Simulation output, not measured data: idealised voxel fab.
process module | voxel wiring stack
We display cut, a cross-section 235 nm in width whose square cells are each 5 nm.
Cross-section = grid of square cells, listed top down in bands; band = one or more rows.
Top height, bottom height, nm. Materials left to right, width each, nm. Single material + "all across" = fills band edge to edge. "empty" = empty.
It should be noted that heights are counted from 0, beneath which the wafer as supplied is of one material throughout, and that the lowest band possesses no lower boundary but continues downward, as written in "0 nm and below".
Note: "30->40" means the width goes from the first number (top row of the band) to the second number (bottom row) in equal steps per row of cells.
"everything unchanged" means the step left every cell of the cross-section as it was.
Closed cavities: empty space of 8 cells or more with no open way to the top, each as width x height at its distance from the left edge, in nm
If you see something after the settings on a step's line, that's the simulator's own remark about that step.
"overlay nm", when on a step's line for a step with a mask, measures how far to the right of its planned place the mask lay; a negative measure means to the left.
Listed below are the process steps as planned:
- 1: RECEIVE | material Si
- 2: CONFORMAL_DEP | material SiO2 | thk nm 10
- 3: CONFORMAL_DEP | material SiCN | thk nm 5
- 4: DIRECTIONAL_DEP | material SiO2 | thk nm 25
- 5: MASKED_ETCH | tone open | mask id METAL_1 | width nm 25 | pitch nm 45 | etch materials SiO2 | depth nm 25 | overlay nm 0
- 6: MASKED_ETCH | tone open | mask id METAL_1 | width nm 25 | pitch nm 45 | etch materials SiCN | depth nm 5 | overlay nm 0
- 7: CONFORMAL_DEP | material TiN | thk nm 5
- 8: FILL_DEP | material Cu | thk nm 10
- 9: CMP | height nm 40
- 10: CONFORMAL_DEP | material SiCN | thk nm 5
- 11: DIRECTIONAL_DEP | material lowk | thk nm 30
- 12: DIRECTIONAL_DEP | material aC | thk nm 10
- 13: PATTERN | tone open | mask id METAL_2_HOLES | material resist | width nm 15 | pitch nm 90 | thk nm 30 | overlay nm 0
- 14: DIRECTIONAL_ETCH | etch materials aC | depth nm 10
- 15: STRIP | etch materials resist
- 16: DIRECTIONAL_ETCH | etch materials lowk | depth nm 30
- 17: STRIP | etch materials aC
- 18: MASKED_ETCH | tone open | mask id METAL_2 | width nm 25 | pitch nm 45 | etch materials lowk | depth nm 20 | overlay nm 0
- 19: MASKED_ETCH | tone open | mask id METAL_2 | width nm 25 | pitch nm 45 | etch materials SiCN | depth nm 5 | overlay nm 0
- 20: CONFORMAL_DEP | material TiN | thk nm 5
- 21: FILL_DEP | material Cu | thk nm 5
- 22: CMP | height nm 75
- 23: CONFORMAL_DEP | material SiCN | thk nm 5
- 24: DIRECTIONAL_DEP | material lowk | thk nm 20
- 25: MASKED_ETCH | tone open | mask id PLUG_2 | width nm 15 | pitch nm 90 | etch materials lowk | depth nm 20 | overlay nm 0
- 26: MASKED_ETCH | tone open | mask id PLUG_2 | width nm 15 | pitch nm 90 | etch materials SiCN | depth nm 5 | overlay nm 0
- 27: EPI | material Ru | thk nm 10
- 28: EPI | material Ru | thk nm 10
- 29: EPI | material Ru | thk nm 5
- 30: CONFORMAL_DEP | material SiN | thk nm 5
- 31: DIRECTIONAL_DEP | material lowk | thk nm 15
- 32: PATTERN | tone open | mask id METAL_3 | material resist | width nm 25 | pitch nm 45 | thk nm 20 | overlay nm 0
- 33: DIRECTIONAL_ETCH | etch materials lowk | depth nm 15
- 34: DIRECTIONAL_ETCH | etch materials SiN | depth nm 5
- 35: STRIP | etch materials resist
- 36: CONFORMAL_DEP | material TiN | thk nm 5
- 37: FILL_DEP | material Cu | thk nm 10
- 38: CMP | height nm 120
- 39: EPI | material Ru | thk nm 5
- 40: FILL_DEP | material SiCN | thk nm 5
- 41: DIRECTIONAL_DEP | material SiO2 | thk nm 10
- 42: PATTERN | tone open | mask id PLUG_3 | material resist | width nm 15 | pitch nm 45 | thk nm 15 | overlay nm 0
- 43: DIRECTIONAL_ETCH | etch materials SiO2 | depth nm 10
- 44: DIRECTIONAL_ETCH | etch materials SiCN | depth nm 5
- 45: STRIP | etch materials resist
- 46: EPI | material Ru | thk nm 10
- 47: EPI | material Ru | thk nm 5
- 48: CONFORMAL_DEP | material SiCN | thk nm 5
- 49: DIRECTIONAL_DEP | material SiO2 | thk nm 20
- 50: PATTERN | tone open | mask id METAL_4 | material resist | width nm 25 | pitch nm 45 | thk nm 15 | overlay nm 0
- 51: DIRECTIONAL_ETCH | etch materials SiO2 | depth nm 20
- 52: DIRECTIONAL_ETCH | etch materials SiCN | depth nm 5
- 53: STRIP | etch materials resist
- 54: CONFORMAL_DEP | material TiN | thk nm 5
- 55: FILL_DEP | material W | thk nm 10
- 56: CMP | height nm 165
- 57: CONFORMAL_DEP | material SiCN | thk nm 5
As-received wafer cross-section (after step 1):
0 nm and below | Si all across
Closed cavities: none
End state of the module in cross-section, given the above starting point and plan and one mistake in execution:
170 nm to 165 nm | SiCN all across
165 nm to 145 nm | 60 nm SiO2 | 5 nm TiN | 15 nm W | 5 nm TiN | 20 nm SiO2 | 5 nm TiN | 15 nm W | 5 nm TiN | 20 nm SiO2 | 5 nm TiN | 15 nm W | 5 nm TiN | 60 nm SiO2
145 nm to 140 nm | 60 nm SiCN | 25 nm TiN | 20 nm SiCN | 25 nm TiN | 20 nm SiCN | 25 nm TiN | 60 nm SiCN
140 nm to 130 nm | 60 nm SiO2 | 15 nm Ru | 30 nm SiO2 | 15 nm Ru | 30 nm SiO2 | 15 nm Ru | 70 nm SiO2
130 nm to 120 nm | 60->55 nm SiCN | 15->35 nm Ru | 30->10 nm SiCN | 15->35 nm Ru | 30->10 nm SiCN | 15->35 nm Ru | 70->55 nm SiCN
120 nm to 105 nm | 60 nm lowk | 5 nm TiN | 15 nm Cu | 5 nm TiN | 20 nm lowk | 5 nm TiN | 15 nm Cu | 5 nm TiN | 20 nm lowk | 5 nm TiN | 15 nm Cu | 5 nm TiN | 60 nm lowk
105 nm to 100 nm | 60 nm SiN | 25 nm TiN | 20 nm SiN | 25 nm TiN | 20 nm SiN | 25 nm TiN | 60 nm SiN
100 nm to 80 nm | 60 nm lowk | 15 nm Ru | 75 nm lowk | 15 nm Ru | 70 nm lowk
80 nm to 75 nm | 60 nm SiCN | 15 nm Ru | 75 nm SiCN | 15 nm Ru | 70 nm SiCN
75 nm to 60 nm | 60 nm lowk | 5 nm TiN | 15 nm Cu | 5 nm TiN | 20 nm lowk | 5 nm TiN | 15 nm Cu | 5 nm TiN | 20 nm lowk | 5 nm TiN | 15 nm Cu | 5 nm TiN | 60 nm lowk
60 nm to 55 nm | 60 nm lowk | 5 nm TiN | 5 nm Cu | 15 nm TiN | 20 nm lowk | 25 nm TiN | 20 nm lowk | 5 nm TiN | 5 nm Cu | 15 nm TiN | 60 nm lowk
55 nm to 45 nm | 60 nm lowk | 5 nm TiN | 5 nm Cu | 5 nm TiN | 75 nm lowk | 5 nm TiN | 5 nm Cu | 5 nm TiN | 70 nm lowk
45 nm to 40 nm | 60 nm SiCN | 15 nm TiN | 75 nm SiCN | 15 nm TiN | 70 nm SiCN
40 nm to 20 nm | 60 nm SiO2 | 5 nm TiN | 15 nm Cu | 5 nm TiN | 20 nm SiO2 | 5 nm TiN | 15 nm Cu | 5 nm TiN | 20 nm SiO2 | 5 nm TiN | 15 nm Cu | 5 nm TiN | 60 nm SiO2
20 nm to 15 nm | 60 nm SiO2 | 25 nm TiN | 20 nm SiO2 | 25 nm TiN | 20 nm SiO2 | 25 nm TiN | 60 nm SiO2
15 nm to 5 nm | SiO2 all across
5 nm to 0 nm | SiCN all across
0 nm and below | Si all across
Closed cavities: none
Deviation from plan: the run placed steps 2 and 3 each in the position the plan gave to the other
